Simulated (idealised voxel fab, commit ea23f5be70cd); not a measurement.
The following process module bears the name voxel wiring stack.
Section shown: cut. Width: 220 nm. Cell size: 5 nm, square.
Throughout this document, each cross-section is represented as a grid of square cells and is presented as a sequence of bands enumerated from the top downward, where a band comprises one or more rows of cells. Band: top height; bottom height; in nm. Then, left to right: material with width in nm, for each material. "all across": a single material spanning edge to edge. "air": empty space. We count height from 0. Below that, the starting wafer is all one material. The lowest band never ends at the bottom but goes on down; see "0 nm and below" for how that is written. It should be noted that a width expressed as "30 to 40" varies in equal increments from row to row of cells within the band, taking the value of the first number at the top row and that of the second number at the bottom row. You'll sometimes find "nothing different" written for a step, and that's the way of saying that nowhere in the cross-section did a cell change during that step. Voids not open to the top, 8 cells minimum: see "Internal closed voids". Written width x height at distance; distance is from the left edge; nm. Post-settings text on a step line: simulator's own remark regarding the step. overlay nm, on a step with a mask: how far to the right of its planned place the mask lay; to the left if negative.

This section lists the process steps that were planned
1,RECEIVE (material Si)
2,CONFORMAL_DEP (material SiO2; thk nm 15)
3,CONFORMAL_DEP (material SiN; thk nm 5)
4,DIRECTIONAL_DEP (material SiO2; thk nm 25)
5,DIRECTIONAL_DEP (material aC; thk nm 15)
6,PATTERN (tone open; mask id METAL_1; material resist; width nm 20; pitch nm 45; thk nm 35; overlay nm 0)
7,DIRECTIONAL_ETCH (etch materials aC; depth nm 15)
8,STRIP (etch materials resist)
9,DIRECTIONAL_ETCH (etch materials SiO2; depth nm 25)
10,DIRECTIONAL_ETCH (etch materials SiN; depth nm 5)
11,STRIP (etch materials aC)
12,CONFORMAL_DEP (material TiN; thk nm 5)
13,FILL_DEP (material Ru; thk nm 10)
14,CMP (height nm 45)
15,EPI (material Ru; thk nm 5)
16,FILL_DEP (material SiCN; thk nm 5)
17,DIRECTIONAL_DEP (material lowk; thk nm 10)
18,PATTERN (tone open; mask id PLUG_1; material resist; width nm 15; pitch nm 90; thk nm 15; overlay nm 0)
19,DIRECTIONAL_ETCH (etch materials lowk; depth nm 10)
20,DIRECTIONAL_ETCH (etch materials SiCN; depth nm 5)
21,STRIP (etch materials resist)
22,EPI (material Ru; thk nm 10)
23,EPI (material Ru; thk nm 5)
24,DIRECTIONAL_DEP (material TiN; thk nm 5)
25,DIRECTIONAL_DEP (material Ru; thk nm 20)
26,DIRECTIONAL_DEP (material aC; thk nm 10)
27,PATTERN (tone cover; mask id METAL_2; material resist; width nm 20; pitch nm 45; thk nm 30; overlay nm 0)
28,DIRECTIONAL_ETCH (etch materials aC; depth nm 10)
29,STRIP (etch materials resist)
30,DIRECTIONAL_ETCH (etch materials Ru; depth nm 20)
31,DIRECTIONAL_ETCH (etch materials TiN; depth nm 5)
32,STRIP (etch materials aC)
33,CONFORMAL_DEP (material SiN; thk nm 5)
34,FILL_DEP (material lowk; thk nm 10)
35,CMP (height nm 90)
36,CONFORMAL_DEP (material SiCN; thk nm 5)
37,DIRECTIONAL_DEP (material SiO2; thk nm 10)
38,PATTERN (tone open; mask id PLUG_2; material resist; width nm 15; pitch nm 90; thk nm 20; overlay nm 0)
39,DIRECTIONAL_ETCH (etch materials SiO2; depth nm 10)
40,DIRECTIONAL_ETCH (etch materials SiCN; depth nm 5)
41,STRIP (etch materials resist)
42,EPI (material Ru; thk nm 10)
43,EPI (material Ru; thk nm 5)
44,CONFORMAL_DEP (material SiCN; thk nm 5)
45,DIRECTIONAL_DEP (material lowk; thk nm 25)
46,MASKED_ETCH (tone open; mask id METAL_3; width nm 20; pitch nm 45; etch materials lowk; depth nm 25; overlay nm 0)
47,MASKED_ETCH (tone open; mask id METAL_3; width nm 20; pitch nm 45; etch materials SiCN; depth nm 5; overlay nm 0)
48,CONFORMAL_DEP (material TiN; thk nm 5)
49,FILL_DEP (material Ru; thk nm 5)
50,CMP (height nm 135)
51,CONFORMAL_DEP (material SiCN; thk nm 5)

As-received state of the wafer in cross-section, equivalent to post-step 1
> 0 nm and below = Si all across
> Internal closed voids: none

End-of-module XS, first of two wafers, run as planned
> 140 nm to 135 nm = SiCN all across
> 135 nm to 110 nm = lowk=30; TiN=5; Ru=10; TiN=5; lowk=25; TiN=5; Ru=10; TiN=5; lowk=25; TiN=5; Ru=10; TiN=5; lowk=25; TiN=5; Ru=10; TiN=5; lowk=35
> 110 nm to 105 nm = SiCN=30; TiN=20; SiCN=25; TiN=20; SiCN=25; TiN=20; SiCN=25; TiN=20; SiCN=35
> 105 nm to 95 nm = SiO2=30; Ru=15; SiO2=75; Ru=15; SiO2=85
> 95 nm to 90 nm = SiCN=30; Ru=15; SiCN=75; Ru=15; SiCN=85
> 90 nm to 70 nm = lowk=25; SiN=5; Ru=20; SiN=5; lowk=15; SiN=5; Ru=20; SiN=5; lowk=15; SiN=5; Ru=20; SiN=5; lowk=15; SiN=5; Ru=20; SiN=5; lowk=30
> 70 nm to 65 nm = SiN=30; TiN=20; SiN=25; TiN=20; SiN=25; TiN=20; SiN=25; TiN=20; SiN=35
> 65 nm to 55 nm = lowk=30; Ru=15; lowk=75; Ru=15; lowk=85
> 55 nm to 50 nm = SiCN=30; Ru=15; SiCN=75; Ru=15; SiCN=85
> 50 nm to 45 nm = SiCN=25; Ru=30; SiCN=15; Ru=30; SiCN=15; Ru=30; SiCN=15; Ru=30; SiCN=30
> 45 nm to 20 nm = SiO2=30; TiN=5; Ru=10; TiN=5; SiO2=25; TiN=5; Ru=10; TiN=5; SiO2=25; TiN=5; Ru=10; TiN=5; SiO2=25; TiN=5; Ru=10; TiN=5; SiO2=35
> 20 nm to 15 nm = SiN=30; TiN=20; SiN=25; TiN=20; SiN=25; TiN=20; SiN=25; TiN=20; SiN=35
> 15 nm to 0 nm = SiO2 all across
> 0 nm and below = Si all across
> Internal closed voids: none

The second wafer, shown in cross-section after the module: started the same way as the first and given the same plan, yet one mistake crept into how it was run
> 140 nm to 135 nm = SiCN all across
> 135 nm to 110 nm = lowk=30; TiN=5; Ru=10; TiN=5; lowk=25; TiN=5; Ru=10; TiN=5; lowk=25; TiN=5; Ru=10; TiN=5; lowk=25; TiN=5; Ru=10; TiN=5; lowk=35
> 110 nm to 105 nm = SiCN=30; TiN=20; SiCN=25; TiN=20; SiCN=25; TiN=20; SiCN=25; TiN=20; SiCN=35
> 105 nm to 100 nm = SiCN=35; TiN=5; SiCN=85; TiN=5; SiCN=90
> 100 nm to 90 nm = SiO2 all across
> 90 nm to 70 nm = lowk=25; SiN=5; Ru=20; SiN=5; lowk=15; SiN=5; Ru=20; SiN=5; lowk=15; SiN=5; Ru=20; SiN=5; lowk=15; SiN=5; Ru=20; SiN=5; lowk=30
> 70 nm to 65 nm = SiN=30; TiN=20; SiN=25; TiN=20; SiN=25; TiN=20; SiN=25; TiN=20; SiN=35
> 65 nm to 55 nm = lowk=30; Ru=15; lowk=75; Ru=15; lowk=85
> 55 nm to 50 nm = SiCN=30; Ru=15; SiCN=75; Ru=15; SiCN=85
> 50 nm to 45 nm = SiCN=25; Ru=30; SiCN=15; Ru=30; SiCN=15; Ru=30; SiCN=15; Ru=30; SiCN=30
> 45 nm to 20 nm = SiO2=30; TiN=5; Ru=10; TiN=5; SiO2=25; TiN=5; Ru=10; TiN=5; SiO2=25; TiN=5; Ru=10; TiN=5; SiO2=25; TiN=5; Ru=10; TiN=5; SiO2=35
> 20 nm to 15 nm = SiN=30; TiN=20; SiN=25; TiN=20; SiN=25; TiN=20; SiN=25; TiN=20; SiN=35
> 15 nm to 0 nm = SiO2 all across
> 0 nm and below = Si all across
> Internal closed voids: none
Finding, execution versus plan: a sequencing error occurred in which plan steps 36 and 37 were transposed
Final cells, second wafer relative to first, materials higher or lower: 18 fewer of Ru, 4 more of SiCN, 12 more of SiO2, 2 more of TiN
